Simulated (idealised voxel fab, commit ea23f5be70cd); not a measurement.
Process module under the name voxel transistor to metal
Section cut is 205 nm wide and gridded with 5 nm square cells.
The cross-sections in this document take the form of a grid made of square cells. They are written out as bands, in order from top to bottom. Each band consists of one or more rows of cells. Band entry format. Leading values: height of top, height of bottom, nm. Remainder: materials in left-to-right order, each with its width in nm. Special words: "throughout" on a single material, which then fills the band edge to edge; "empty", empty space. Convention: height 0 is the level below which the wafer, as received, is all one material. The lowest band does not terminate at the bottom but continues downward, represented as "0 nm and below". With a width like "30..40", each row of cells in the band differs from the next by the same amount, the top row carrying the first number and the bottom row the second. When a step is marked "no change", none of the cells in the cross-section changed during that step. Listed in "Fully sealed voids": every empty space of 8 or more cells without an open way to the top. Form: width x height at distance, the distance being from the left edge, all in nm. It should be noted that, on the line of a given step, the content following the step's settings is a remark produced by the simulator itself with respect to that step. overlay nm: mask right of planned place by this much (step with mask). Neg. = left.
-- Planned process steps
1 RECEIVE,material Si
2 CONFORMAL_DEP,material SiO2,thk nm 5
3 CONFORMAL_DEP,material SiN,thk nm 15
4 PATTERN,tone cover,mask id ACTIVE,material resist,width nm 115,thk nm 15,overlay nm 0
5 DIRECTIONAL_ETCH,etch materials SiN,depth nm 15
6 DIRECTIONAL_ETCH,etch materials SiO2,depth nm 5
7 DIRECTIONAL_ETCH,etch materials Si,depth nm 35
8 STRIP,etch materials resist
9 OXIDIZE,depth nm 5
10 FILL_DEP,material SiO2,thk nm 5
11 CMP,height nm 20
12 SELECTIVE_ETCH,etch materials SiO2,depth nm 10
13 STRIP,etch materials SiN
14 SELECTIVE_ETCH,etch materials SiO2,depth nm 5
15 OXIDIZE,depth nm 5
16 DIRECTIONAL_DEP,material polySi,thk nm 20
17 DIRECTIONAL_DEP,material SiCN,thk nm 15
18 PATTERN,tone cover,mask id GATE,material resist,width nm 35,thk nm 15,overlay nm 0
19 DIRECTIONAL_ETCH,etch materials SiCN,depth nm 25
20 DIRECTIONAL_ETCH,etch materials polySi,depth nm 30
21 STRIP,etch materials resist
22 CONFORMAL_DEP,material SiN,thk nm 5
23 DIRECTIONAL_ETCH,etch materials SiN,depth nm 5
24 DIRECTIONAL_ETCH,etch materials SiO2,depth nm 5
25 DIRECTIONAL_ETCH,etch materials Si,depth nm 5
26 EPI,material nSi,thk nm 10
27 FILL_DEP,material SiO2,thk nm 10
28 CMP,height nm 20
29 STRIP,etch materials polySi
30 SELECTIVE_ETCH,etch materials SiO2,depth nm 5
31 CONFORMAL_DEP,material HfO2,thk nm 5
32 CONFORMAL_DEP,material TiN,thk nm 5
33 FILL_DEP,material W,thk nm 5
34 CMP,height nm 15
35 DIRECTIONAL_DEP,material SiO2,thk nm 10
36 MASKED_ETCH,tone open,mask id CONTACT,width nm 20,pitch nm 85,etch materials SiO2,depth nm 25,overlay nm 0
37 CONFORMAL_DEP,material TiN,thk nm 5
38 FILL_DEP,material Ru,thk nm 5
39 CMP,height nm 25
40 CONFORMAL_DEP,material SiCN,thk nm 5
41 DIRECTIONAL_DEP,material lowk,thk nm 25
42 MASKED_ETCH,tone open,mask id METAL_1,width nm 15,pitch nm 85,etch materials lowk,depth nm 25,overlay nm 0
43 MASKED_ETCH,tone open,mask id METAL_1,width nm 20,pitch nm 85,etch materials SiCN,depth nm 5,overlay nm 0
44 CONFORMAL_DEP,material TiN,thk nm 5
45 FILL_DEP,material Cu,thk nm 5
46 CMP,height nm 55
47 CONFORMAL_DEP,material SiCN,thk nm 5
48 DIRECTIONAL_DEP,material lowk,thk nm 30
49 DIRECTIONAL_DEP,material aC,thk nm 10
50 PATTERN,tone open,mask id METAL_2_HOLES,material resist,width nm 15,pitch nm 85,thk nm 25,overlay nm 0
51 DIRECTIONAL_ETCH,etch materials aC,depth nm 10
52 STRIP,etch materials resist
53 DIRECTIONAL_ETCH,etch materials lowk,depth nm 30
54 STRIP,etch materials aC
55 DIRECTIONAL_DEP,material aC,thk nm 10
56 PATTERN,tone open,mask id METAL_2,material resist,width nm 20,pitch nm 85,thk nm 25,overlay nm 0
57 DIRECTIONAL_ETCH,etch materials aC,depth nm 10
58 STRIP,etch materials resist
59 DIRECTIONAL_ETCH,etch materials lowk,depth nm 15
60 DIRECTIONAL_ETCH,etch materials SiCN,depth nm 5
61 STRIP,etch materials aC
62 CONFORMAL_DEP,material TiN,thk nm 5
63 FILL_DEP,material Cu,thk nm 5
64 CMP,height nm 90
65 CONFORMAL_DEP,material SiN,thk nm 5
It is noted that the wafers described herein are identical at the outset and are distinguished by the width nm of step 42; the value stated in the plan corresponds to the first wafer.
-- Received wafers, first of several: cross-section after step 1
    0 nm and below: Si throughout
    Fully sealed voids: none
-- Each row below is a wafer at the end of the module, listing for every material the number of cells it has gained (+) or lost (-) since it was received, followed by its closed voids
width nm 15, +26 Cu, +15 HfO2, +16 Ru, -193 Si, +70 SiCN, +49 SiN, +290 SiO2, +91 TiN, +6 W, +379 lowk, +30 nSi, Fully sealed voids: none
width nm 20, +36 Cu, +15 HfO2, +16 Ru, -193 Si, +68 SiCN, +49 SiN, +290 SiO2, +93 TiN, +6 W, +369 lowk, +30 nSi, Fully sealed voids: none
width nm 25, +44 Cu, +15 HfO2, +16 Ru, -193 Si, +68 SiCN, +49 SiN, +290 SiO2, +95 TiN, +6 W, +359 lowk, +30 nSi, Fully sealed voids: none
width nm 30, +52 Cu, +15 HfO2, +16 Ru, -193 Si, +68 SiCN, +49 SiN, +290 SiO2, +97 TiN, +6 W, +349 lowk, +30 nSi, Fully sealed voids: none
width nm 35, +60 Cu, +15 HfO2, +16 Ru, -193 Si, +68 SiCN, +49 SiN, +290 SiO2, +99 TiN, +6 W, +339 lowk, +30 nSi, Fully sealed voids: none
